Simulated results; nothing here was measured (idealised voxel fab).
process module | voxel ribs on slabs
cross-section cut | 140 nm wide | cells 5 nm
A cross-section is a grid of square cells, given in bands from the top down. A band is one or more rows of cells.
Each band's line starts with the height of the band's top and of its bottom, in nm. Then come its materials from left to right, each with its width in nm. One material with "throughout" fills the band from edge to edge. "air" is empty space.
Height 0 is the level under which the wafer as received is all one material. The lowest band goes on downwards, as in "0 down".
A width such as "30 to 40" changes by the same amount from each row of cells to the next, from the band's top row to its bottom row.
"no change" after a step means that no cell of the cross-section changed.
closed voids: empty space of 8 cells or more with no open way to the top, each as width x height at its distance from the left edge, in nm
after a step's settings: what the simulator itself notes on the step
overlay nm, on a step with a mask: how far to the right of its planned place the mask lay; to the left if negative
plan
1 op RECEIVE | material Si
2 op DIRECTIONAL_DEP | material SiO2 | thk nm 20
3 op DIRECTIONAL_DEP | material SiN | thk nm 20
4 op PATTERN | tone cover | mask id RIB | material resist | width nm 25 | thk nm 15 | overlay nm 0
5 op DIRECTIONAL_ETCH | etch materials SiN | depth nm 15
6 op STRIP | etch materials resist
7 op MASKED_ETCH | tone cover | mask id SLAB | width nm 55 | etch materials SiN | depth nm 5 | overlay nm 0
8 op FILL_DEP | material SiO2 | thk nm 15
9 op CMP | height nm 50
10 op DIRECTIONAL_DEP | material TiN | thk nm 5
11 op DIRECTIONAL_DEP | material aC | thk nm 15
12 op PATTERN | tone cover | mask id HEATER | material resist | width nm 35 | thk nm 35 | overlay nm 0
13 op DIRECTIONAL_ETCH | etch materials aC | depth nm 15
14 op STRIP | etch materials resist
15 op DIRECTIONAL_ETCH | etch materials TiN | depth nm 5
16 op STRIP | etch materials aC
17 op CONFORMAL_DEP | material SiN | thk nm 10
first wafer, as planned
as received, after step 1
  0 down: Si throughout
  closed voids: none
after step 2
  20 to 0: SiO2 throughout
  below 0: unchanged
after step 3
  40 to 20: SiN throughout
  below 20: unchanged
after step 4
  55 to 40: air 55 | resist 25 | air 60
  below 40: unchanged
after step 5
  55 to 40: air 55 | resist 25 | air 60
  40 to 25: air 55 | SiN 25 | air 60
  below 25: unchanged
after step 6
  40 to 25: air 55 | SiN 25 | air 60
  below 25: unchanged
after step 7
  40 to 25: air 55 | SiN 25 | air 60
  25 to 20: air 40 | SiN 55 | air 45
  below 20: unchanged
after step 8
  55 to 40: SiO2 throughout
  40 to 25: SiO2 55 | SiN 25 | SiO2 60
  25 to 20: SiO2 40 | SiN 55 | SiO2 45
  below 20: unchanged
after step 9
  50 to 40: SiO2 throughout
  below 40: unchanged
after step 10
  55 to 50: TiN throughout
  below 50: unchanged
after step 11
  70 to 55: aC throughout
  below 55: unchanged
after step 12
  105 to 70: air 50 | resist 35 | air 55
  below 70: unchanged
after step 13
  90 to 70: air 50 | resist 35 | air 55
  70 to 55: air 50 | aC 35 | air 55
  below 55: unchanged
after step 14
  70 to 55: air 50 | aC 35 | air 55
  below 55: unchanged
after step 15
  70 to 55: air 50 | aC 35 | air 55
  55 to 50: air 50 | TiN 35 | air 55
  below 50: unchanged
after step 16
  55 to 50: air 50 | TiN 35 | air 55
  below 50: unchanged
after step 17
  65 to 60: air 40 | SiN 55 | air 45
  60 to 55: SiN throughout
  55 to 50: SiN 50 | TiN 35 | SiN 55
  below 50: unchanged
second wafer: like start, like plan, one mistake. Through step 6 it matches the first wafer
when step 7 should have ended
  40 to 25: air 55 | SiN 25 | air 60
  25 to 20: air 45 | SiN 55 | air 40
  below 20: unchanged
when step 8 should have ended
  55 to 40: SiO2 throughout
  40 to 25: SiO2 55 | SiN 25 | SiO2 60
  25 to 20: SiO2 45 | SiN 55 | SiO2 40
  below 20: unchanged
when step 9 should have ended
  50 to 40: SiO2 throughout
  below 40: unchanged
when step 10 should have ended
  55 to 50: TiN throughout
  below 50: unchanged
when step 11 should have ended
  70 to 55: aC throughout
  below 55: unchanged
when step 12 should have ended
  105 to 70: air 50 | resist 35 | air 55
  below 70: unchanged
when step 13 should have ended
  90 to 70: air 50 | resist 35 | air 55
  70 to 55: air 50 | aC 35 | air 55
  below 55: unchanged
when step 14 should have ended
  70 to 55: air 50 | aC 35 | air 55
  below 55: unchanged
when step 15 should have ended
  70 to 55: air 50 | aC 35 | air 55
  55 to 50: air 50 | TiN 35 | air 55
  below 50: unchanged
when step 16 should have ended
  55 to 50: air 50 | TiN 35 | air 55
  below 50: unchanged
when step 17 should have ended
  65 to 60: air 40 | SiN 55 | air 45
  60 to 55: SiN throughout
  55 to 50: SiN 50 | TiN 35 | SiN 55
  below 50: unchanged
what went wrong: step 7 ran as: op MASKED_ETCH | tone cover | mask id SLAB | width nm 55 | etch materials SiN | depth nm 5 | overlay nm 5
at the end the second wafer has, in cells: as many of each material as the first, in other places
